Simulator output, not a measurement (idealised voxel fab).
process module | voxel gate over fins
cross-section cut | 195 nm wide | cells 5 nm
A cross-section is a grid of square cells, given in bands from the top down. A band is one or more rows of cells.
Each band's line starts with the height of the band's top and of its bottom, in nm. Then come its materials from left to right, each with its width in nm. One material with "throughout" fills the band from edge to edge. "air" is empty space.
Height 0 is the level under which the wafer as received is all one material. The lowest band goes on downwards, as in "0 down".
A width such as "30 to 40" changes by the same amount from each row of cells to the next, from the band's top row to its bottom row.
"no change" after a step means that no cell of the cross-section changed.
closed voids: empty space of 8 cells or more with no open way to the top, each as width x height at its distance from the left edge, in nm
after a step's settings: what the simulator itself notes on the step
overlay nm, on a step with a mask: how far to the right of its planned place the mask lay; to the left if negative
plan
1 op RECEIVE | material Si
2 op CONFORMAL_DEP | material SiN | thk nm 5
3 op PATTERN | tone cover | mask id FINS | material resist | width nm 15 | pitch nm 40 | thk nm 15 | overlay nm 0
4 op DIRECTIONAL_ETCH | etch materials SiN | depth nm 5
5 op DIRECTIONAL_ETCH | etch materials Si | depth nm 40
6 op STRIP | etch materials resist
7 op FILL_DEP | material SiO2 | thk nm 10
8 op CMP | height nm 5
9 op SELECTIVE_ETCH | etch materials SiO2 | depth nm 20
10 op STRIP | etch materials SiN
11 op CONFORMAL_DEP | material HfO2 | thk nm 5
12 op CONFORMAL_DEP | material TiN | thk nm 5
13 op CONFORMAL_DEP | material TiAl | thk nm 5
14 op CONFORMAL_DEP | material TiN | thk nm 5
15 op FILL_DEP | material W | thk nm 15
16 op CMP | height nm 30
17 op CONFORMAL_DEP | material SiN | thk nm 5
varied across the wafers: width nm of step 3. The plan shows the first wafer's value. All wafers start alike
first wafer as received, after step 1
  0 down: Si throughout
  closed voids: none
each wafer at the end: cells of each material gained (+) or lost (-) since it was received, then its closed voids
width nm 15 | +57 HfO2 | -240 Si | +39 SiN | +150 SiO2 | +51 TiAl | +102 TiN | +114 W | closed voids: none
width nm 20 | +57 HfO2 | -216 Si | +39 SiN | +135 SiO2 | +45 TiAl | +102 TiN | +111 W | closed voids: none
width nm 25 | +57 HfO2 | -192 Si | +39 SiN | +120 SiO2 | +45 TiAl | +96 TiN | +108 W | closed voids: none
